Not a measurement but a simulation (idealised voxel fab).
process module | voxel capacitor over wiring
In the cross-section labelled cut, the width is 170 nm and each square cell is 5 nm.
In this document a cross-section is written as a grid of square cells. It is given as a series of bands, listed from the top down, and a band is one or more rows of cells.
Look at the band entry: it leads with the top's height and the bottom's height in nm. Then it lists the materials left to right, with a width in nm for each. The word "throughout" on a single material says that material fills the band edge to edge. The word "empty" is empty space.
The reference from which all heights are counted is 0, the level beneath which the as-received wafer is entirely one material; the lowest band, having no lower bound, proceeds downward and is written after the example "from 0 down".
Per-row width for "30->40": begins at first number (top row of band), ends at second number (bottom row), increment between rows held constant.
What does "no modification" mean for a step? It means no cell of the cross-section changed in that step.
If an empty space has no open way to the top and is at least 8 cells in size, "Non-vented voids" lists it, written width x height at distance, where distance is measured from the left edge and every value is in nm.
Whatever follows a step's settings on its line is a remark the simulator itself makes about that step.
overlay nm: mask offset rightward from planned place, masked step; negative means leftward offset.

**Listed below are the process steps as planned**
1. RECEIVE (material Si)
2. CONFORMAL_DEP (material SiO2; thk nm 10)
3. DIRECTIONAL_DEP (material TiN; thk nm 5)
4. DIRECTIONAL_DEP (material Ru; thk nm 15)
5. MASKED_ETCH (tone cover; mask id METAL_1; width nm 25; pitch nm 80; etch materials Ru; depth nm 15; overlay nm 0)
6. MASKED_ETCH (tone cover; mask id METAL_1; width nm 25; pitch nm 80; etch materials TiN; depth nm 5; overlay nm 0)
7. CONFORMAL_DEP (material SiCN; thk nm 5)
8. FILL_DEP (material lowk; thk nm 10)
9. CMP (height nm 30)
10. CONFORMAL_DEP (material SiCN; thk nm 5)
11. DIRECTIONAL_DEP (material lowk; thk nm 15)
12. PATTERN (tone open; mask id PLUG_1; material resist; width nm 15; thk nm 15; overlay nm 0)
13. DIRECTIONAL_ETCH (etch materials lowk; depth nm 15)
14. DIRECTIONAL_ETCH (etch materials SiCN; depth nm 5)
15. STRIP (etch materials resist)
16. CONFORMAL_DEP (material TiN; thk nm 5)
17. FILL_DEP (material Ru; thk nm 5)
18. CMP (height nm 50)
19. DIRECTIONAL_DEP (material TiN; thk nm 10)
20. DIRECTIONAL_DEP (material SiN; thk nm 5)
21. DIRECTIONAL_DEP (material TiN; thk nm 10)
22. PATTERN (tone cover; mask id UPPER_PLATE; material resist; width nm 60; thk nm 15; overlay nm 0)
23. DIRECTIONAL_ETCH (etch materials TiN; depth nm 10)
24. DIRECTIONAL_ETCH (etch materials SiN; depth nm 5)
25. STRIP (etch materials resist)
26. DIRECTIONAL_DEP (material aC; thk nm 10)
27. PATTERN (tone cover; mask id LOWER_PLATE; material resist; width nm 70; thk nm 25; overlay nm 0)
28. DIRECTIONAL_ETCH (etch materials aC; depth nm 10)
29. STRIP (etch materials resist)
30. DIRECTIONAL_ETCH (etch materials TiN; depth nm 10)
31. STRIP (etch materials aC)
32. FILL_DEP (material SiO2; thk nm 15)
33. CMP (height nm 85)
34. DIRECTIONAL_DEP (material aC; thk nm 15)
35. PATTERN (tone open; mask id PLUG_2; material resist; width nm 15; thk nm 30; overlay nm 0)
36. DIRECTIONAL_ETCH (etch materials aC; depth nm 15)
37. STRIP (etch materials resist)
38. DIRECTIONAL_ETCH (etch materials SiO2; depth nm 10)
39. STRIP (etch materials aC)
40. CONFORMAL_DEP (material TiN; thk nm 5)
41. FILL_DEP (material Ru; thk nm 10)
42. CMP (height nm 85)
43. CONFORMAL_DEP (material SiCN; thk nm 5)
All wafers enter the flow in the same state. The width nm at step 12 differs from wafer to wafer, and the plan gives the value for the first wafer.

**Cut through the first of several wafers as received, post step 1**
from 0 down = Si throughout
Non-vented voids: none

**first wafer at the end, after step 43**
from 90 to 85 = SiCN throughout
from 85 to 80 = SiO2=50  TiN=5  Ru=5  TiN=5  SiO2=105
from 80 to 75 = SiO2=50  TiN=15  SiO2=105
from 75 to 65 = SiO2=40  TiN=60  SiO2=70
from 65 to 60 = SiO2=40  SiN=60  SiO2=70
from 60 to 50 = SiO2=35  TiN=70  SiO2=65
from 50 to 35 = lowk=40  TiN=5  Ru=5  TiN=5  lowk=115
from 35 to 30 = SiCN=40  TiN=15  SiCN=115
from 30 to 15 = lowk=25  SiCN=5  Ru=25  SiCN=5  lowk=45  SiCN=5  Ru=25  SiCN=5  lowk=30
from 15 to 10 = SiCN=30  TiN=25  SiCN=55  TiN=25  SiCN=35
from 10 to 0 = SiO2 throughout
from 0 down = Si throughout
Non-vented voids: none

**Of the several wafers, the last: cross-section at the end of the module**
from 90 to 85 = SiCN throughout
from 85 to 80 = SiO2=50  TiN=5  Ru=5  TiN=5  SiO2=105
from 80 to 75 = SiO2=50  TiN=15  SiO2=105
from 75 to 65 = SiO2=40  TiN=60  SiO2=70
from 65 to 60 = SiO2=40  SiN=60  SiO2=70
from 60 to 50 = SiO2=35  TiN=70  SiO2=65
from 50 to 35 = lowk=35  TiN=5  Ru=20  TiN=5  lowk=105
from 35 to 30 = SiCN=35  TiN=30  SiCN=105
from 30 to 15 = lowk=25  SiCN=5  Ru=25  SiCN=5  lowk=45  SiCN=5  Ru=25  SiCN=5  lowk=30
from 15 to 10 = SiCN=30  TiN=25  SiCN=55  TiN=25  SiCN=35
from 10 to 0 = SiO2 throughout
from 0 down = Si throughout
Non-vented voids: none

**Basically each wafer gets a line in the table, showing it at the end of the module: material by material, the cells it gained (+) or lost (-) since we got it, then its closed voids**
width nm 15, +34 Ru, +101 SiCN, +12 SiN, +236 SiO2, +76 TiN, +153 lowk, Non-vented voids: none
width nm 20, +37 Ru, +100 SiCN, +12 SiN, +236 SiO2, +77 TiN, +150 lowk, Non-vented voids: none
width nm 25, +40 Ru, +99 SiCN, +12 SiN, +236 SiO2, +78 TiN, +147 lowk, Non-vented voids: none
width nm 30, +43 Ru, +98 SiCN, +12 SiN, +236 SiO2, +79 TiN, +144 lowk, Non-vented voids: none
